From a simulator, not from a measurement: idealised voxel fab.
The name of this process module is voxel gate over fins.
220 nm wide, 5 nm square cells: that's cross-section cut.
If you're reading a cross-section in this doc, picture square cells in a grid; it comes to you as bands, top ones listed first down to the bottom, and a band can be one or more rows of cells. Heights first: top, then bottom, in nm. Then materials, left to right, each with a width in nm. "edge to edge" on a single material: fills the band edge to edge. "blank": empty space. Ref level 0: as-received wafer is one material below here. Bottom band extends down with no lower bound ("z 0 and below"). Think of "30..40" as a width that walks from the first number to the second as you go down the band, top row to bottom row, taking equal-sized steps from row to row. What does "identical to before" mean for a step? It means no cell of the cross-section changed in that step. "Voids, fully enclosed": sealed empty spaces, 8 cells or more, no open way to top, listed width x height at distance, with distance from the left edge and width, height and distance in nm. Note: text after step settings on the step line = simulator remark on that step. "overlay nm" denotes, for a step that has a mask, the displacement of the mask to the right of its planned place, with negative values corresponding to the left.

Process steps - plan:
1) RECEIVE with material Si
2) CONFORMAL_DEP with material SiN, thk nm 10
3) PATTERN with tone cover, mask id FINS, material resist, width nm 15, pitch nm 50, thk nm 20, overlay nm 0
4) DIRECTIONAL_ETCH with etch materials SiN, depth nm 10
5) DIRECTIONAL_ETCH with etch materials Si, depth nm 40
6) STRIP with etch materials resist
7) OXIDIZE with depth nm 5
8) FILL_DEP with material SiO2, thk nm 5
9) CMP with height nm 10
10) DIRECTIONAL_DEP with material aC, thk nm 10
11) PATTERN with tone open, mask id RAIL, material resist, width nm 15, thk nm 25, overlay nm 0
12) DIRECTIONAL_ETCH with etch materials aC, depth nm 10
13) STRIP with etch materials resist
14) DIRECTIONAL_ETCH with etch materials SiO2, depth nm 45
15) STRIP with etch materials aC
16) CONFORMAL_DEP with material TiN, thk nm 5
17) FILL_DEP with material W, thk nm 10
18) CMP with height nm 10
19) SELECTIVE_ETCH with etch materials W Ru TiN, depth nm 30
20) FILL_DEP with material SiO2, thk nm 5
21) CMP with height nm 10
22) SELECTIVE_ETCH with etch materials SiO2, depth nm 20
23) STRIP with etch materials SiN
24) CONFORMAL_DEP with material HfO2, thk nm 5
25) CONFORMAL_DEP with material TiN, thk nm 5
26) FILL_DEP with material W, thk nm 15
27) CMP with height nm 20
28) CONFORMAL_DEP with material SiCN, thk nm 5

This is the cross-section of the wafer as we received it, i.e. after step 1:
    z 0 and below  Si edge to edge
    Voids, fully enclosed: none

End-of-module XS, first of two wafers, run as planned:
    z 25 to 20  SiCN edge to edge
    z 20 to 10  W edge to edge
    z 10 to 5  W 20  TiN 25  W 25  TiN 25  W 25  TiN 25  W 25  TiN 25  W 25
    z 5 to 0  W 20  TiN 5  HfO2 15  TiN 5  W 25  TiN 5  HfO2 15  TiN 5  W 25  TiN 5  HfO2 15  TiN 5  W 25  TiN 5  HfO2 15  TiN 5  W 25
    z 0 to -5  TiN 25  HfO2 5  Si 5  HfO2 5  TiN 35  HfO2 5  Si 5  HfO2 5  TiN 35  HfO2 5  Si 5  HfO2 5  TiN 35  HfO2 5  Si 5  HfO2 5  TiN 30
    z -5 to -10  HfO2 30  Si 5  HfO2 45  Si 5  HfO2 45  Si 5  HfO2 45  Si 5  HfO2 35
    z -10 to -20  SiO2 30  Si 5  SiO2 45  Si 5  SiO2 45  Si 5  SiO2 45  Si 5  SiO2 35
    z -20 to -30  SiO2 30  Si 5  SiO2 15  TiN 5  W 5  TiN 5  SiO2 15  Si 5  SiO2 45  Si 5  SiO2 45  Si 5  SiO2 35
    z -30 to -35  SiO2 30  Si 5  SiO2 15  TiN 15  SiO2 15  Si 5  SiO2 45  Si 5  SiO2 45  Si 5  SiO2 35
    z -35 to -45  SiO2 30  Si 5  SiO2 45  Si 5  SiO2 45  Si 5  SiO2 45  Si 5  SiO2 35
    z -45 and below  Si edge to edge
    Voids, fully enclosed: none

Here's the second of our two wafers sectioned at module end. Same start as the first, same plan, but one mistake got made running it:
    z 25 to 20  SiCN edge to edge
    z 20 to 10  W edge to edge
    z 10 to 5  W 20  HfO2 25  W 25  HfO2 25  W 25  HfO2 25  W 25  HfO2 25  W 25
    z 5 to 0  W 20  HfO2 5  TiN 15  HfO2 5  W 25  HfO2 5  TiN 15  HfO2 5  W 25  HfO2 5  TiN 15  HfO2 5  W 25  HfO2 5  TiN 15  HfO2 5  W 25
    z 0 to -5  HfO2 25  TiN 5  Si 5  TiN 5  HfO2 35  TiN 5  Si 5  TiN 5  HfO2 35  TiN 5  Si 5  TiN 5  HfO2 35  TiN 5  Si 5  TiN 5  HfO2 30
    z -5 to -10  TiN 30  Si 5  TiN 45  Si 5  TiN 45  Si 5  TiN 45  Si 5  TiN 35
    z -10 to -20  SiO2 30  Si 5  SiO2 45  Si 5  SiO2 45  Si 5  SiO2 45  Si 5  SiO2 35
    z -20 to -30  SiO2 30  Si 5  SiO2 15  TiN 5  W 5  TiN 5  SiO2 15  Si 5  SiO2 45  Si 5  SiO2 45  Si 5  SiO2 35
    z -30 to -35  SiO2 30  Si 5  SiO2 15  TiN 15  SiO2 15  Si 5  SiO2 45  Si 5  SiO2 45  Si 5  SiO2 35
    z -35 to -45  SiO2 30  Si 5  SiO2 45  Si 5  SiO2 45  Si 5  SiO2 45  Si 5  SiO2 35
    z -45 and below  Si edge to edge
    Voids, fully enclosed: none
Run error: note: step 24 <-> step 25, run order reversed vs plan
Same inventory, different map: at the end, the second wafer holds as many cells of each material as the first, placed elsewhere.
